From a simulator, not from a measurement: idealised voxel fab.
This is a process module. Its name is voxel released beams.
Xsec cut, 285 nm wide, square cell size 5 nm.
A cross-section is written here as square cells arranged in a grid, and it is given in bands from the top down, each band taking up one or more rows of cells. Within each band entry, the heights of the top and of the bottom of the band appear first, in that order and in nm; the materials of the band then follow from left to right, each with its corresponding width in nm. The designation "edge to edge" on a single material indicates that it fills the band from edge to edge; the designation "empty" indicates empty space. Where do heights start? At 0: under that level the wafer as delivered is made of one material only. And the lowest band has no floor; it just carries on downward, as in "0..down". A width such as "30->40" changes by the same amount from each row of cells to the next, from the band's top row to its bottom row. Key: "same as before" - step with no changed cell in the cross-section. The list in "Sealed internal voids" covers empty spaces of 8 cells or more that cannot reach the top through any open way, and it gives each as width x height at distance; the distance is from the left edge, and width, height and distance are in nm. Note: text after step settings on the step line = simulator remark on that step. Among the settings permitted on a step's line is "overlay nm"; applied to a step with a mask, it specifies the extent to which the mask lay to the right of its planned position, whereas a negative figure signifies a position to the left.
-- Process steps (planned)
1 RECEIVE (material Si)
2 CONFORMAL_DEP (material SiN; thk nm 5)
3 DIRECTIONAL_DEP (material SiO2; thk nm 10)
4 PATTERN (tone open; mask id ANCHOR; material resist; width nm 35; thk nm 15; overlay nm 0)
5 DIRECTIONAL_ETCH (etch materials SiO2; depth nm 10)
6 STRIP (etch materials resist)
7 CONFORMAL_DEP (material polySi; thk nm 15)
8 DIRECTIONAL_DEP (material aC; thk nm 10)
9 PATTERN (tone cover; mask id BEAM; material resist; width nm 115; thk nm 25; overlay nm 0)
10 DIRECTIONAL_ETCH (etch materials aC; depth nm 10)
11 STRIP (etch materials resist)
12 DIRECTIONAL_ETCH (etch materials polySi; depth nm 15)
13 STRIP (etch materials aC)
14 STRIP (etch materials SiO2)
-- First of two wafers: run as planned
-- The cross-section here shows the wafer as received, i.e. in its state after step 1
* 0..down  Si edge to edge
* Sealed internal voids: none
-- Presented here is a cross-section of the wafer after step 2 has been performed
* 5..0  SiN edge to edge
* Under 0: no change, same as before.
-- Presented here is a cross-section of the wafer after step 3 has been performed
* 15..5  SiO2 edge to edge
* Under 5: no change, same as before.
-- Presented here is a cross-section of the wafer after step 4 has been performed
* 30..15  85 of resist / 35 of empty / 165 of resist
* Under 15: no change, same as before.
-- Presented here is a cross-section of the wafer after step 5 has been performed
* 30..15  85 of resist / 35 of empty / 165 of resist
* 15..5  85 of SiO2 / 35 of empty / 165 of SiO2
* Under 5: no change, same as before.
-- Presented here is a cross-section of the wafer after step 6 has been performed
* 15..5  85 of SiO2 / 35 of empty / 165 of SiO2
* Under 5: no change, same as before.
-- Presented here is a cross-section of the wafer after step 7 has been performed
* 30..20  100 of polySi / 5 of empty / 180 of polySi
* 20..15  polySi edge to edge
* 15..5  85 of SiO2 / 35 of polySi / 165 of SiO2
* Under 5: no change, same as before.
-- Presented here is a cross-section of the wafer after step 8 has been performed
* 40..30  100 of aC / 5 of empty / 180 of aC
* 30..20  100 of polySi / 5 of aC / 180 of polySi
* Under 20: no change, same as before.
-- Presented here is a cross-section of the wafer after step 9 has been performed
* 65..40  80 of empty / 115 of resist / 90 of empty
* 40..30  100 of aC / 5 of resist / 180 of aC
* Under 30: no change, same as before.
-- Presented here is a cross-section of the wafer after step 10 has been performed
* 55..40  80 of empty / 115 of resist / 90 of empty
* 40..30  80 of empty / 20 of aC / 5 of resist / 90 of aC / 90 of empty
* Under 30: no change, same as before.
-- Presented here is a cross-section of the wafer after step 11 has been performed
* 40..30  80 of empty / 20 of aC / 5 of empty / 90 of aC / 90 of empty
* Under 30: no change, same as before.
-- Presented here is a cross-section of the wafer after step 12 has been performed
* 40..30  80 of empty / 20 of aC / 5 of empty / 90 of aC / 90 of empty
* 30..20  80 of empty / 20 of polySi / 5 of aC / 90 of polySi / 90 of empty
* 20..15  80 of empty / 115 of polySi / 90 of empty
* Under 15: no change, same as before.
-- Presented here is a cross-section of the wafer after step 13 has been performed
* 30..20  80 of empty / 20 of polySi / 5 of empty / 90 of polySi / 90 of empty
* Under 20: no change, same as before.
-- Presented here is a cross-section of the wafer after step 14 has been performed
* 30..20  80 of empty / 20 of polySi / 5 of empty / 90 of polySi / 90 of empty
* 20..15  80 of empty / 115 of polySi / 90 of empty
* 15..5  85 of empty / 35 of polySi / 165 of empty
* Under 5: no change, same as before.
-- Second of two: same start, same plan, one run error; steps up to and including 1 match the first
-- Planned end of step 2: second wafer, cross-section
* 10..0  SiO2 edge to edge
* Under 0: no change, same as before.
-- Planned end of step 3: second wafer, cross-section
* 15..10  SiN edge to edge
* Under 10: no change, same as before.
-- Planned end of step 4: second wafer, cross-section
* 30..15  85 of resist / 35 of empty / 165 of resist
* Under 15: no change, same as before.
Planned end of step 5: second wafer, cross-section: same as before
-- Planned end of step 6: second wafer, cross-section
* 15..10  SiN edge to edge
* Under 10: no change, same as before.
-- Planned end of step 7: second wafer, cross-section
* 30..15  polySi edge to edge
* Under 15: no change, same as before.
-- Planned end of step 8: second wafer, cross-section
* 40..30  aC edge to edge
* Under 30: no change, same as before.
-- Planned end of step 9: second wafer, cross-section
* 65..40  80 of empty / 115 of resist / 90 of empty
* Under 40: no change, same as before.
-- Planned end of step 10: second wafer, cross-section
* 55..40  80 of empty / 115 of resist / 90 of empty
* 40..30  80 of empty / 115 of aC / 90 of empty
* Under 30: no change, same as before.
-- Planned end of step 11: second wafer, cross-section
* 40..30  80 of empty / 115 of aC / 90 of empty
* Under 30: no change, same as before.
-- Planned end of step 12: second wafer, cross-section
* 40..30  80 of empty / 115 of aC / 90 of empty
* 30..15  80 of empty / 115 of polySi / 90 of empty
* Under 15: no change, same as before.
-- Planned end of step 13: second wafer, cross-section
* 30..15  80 of empty / 115 of polySi / 90 of empty
* Under 15: no change, same as before.
Planned end of step 14: second wafer, cross-section: same as before
Where did the run depart from the plan? transposition of steps 2 and 3 relative to the planned sequence
In the final state, the cell counts of the second wafer exceed or fall short of those of the first for the following materials: SiO2: 114 more | polySi: 12 fewer
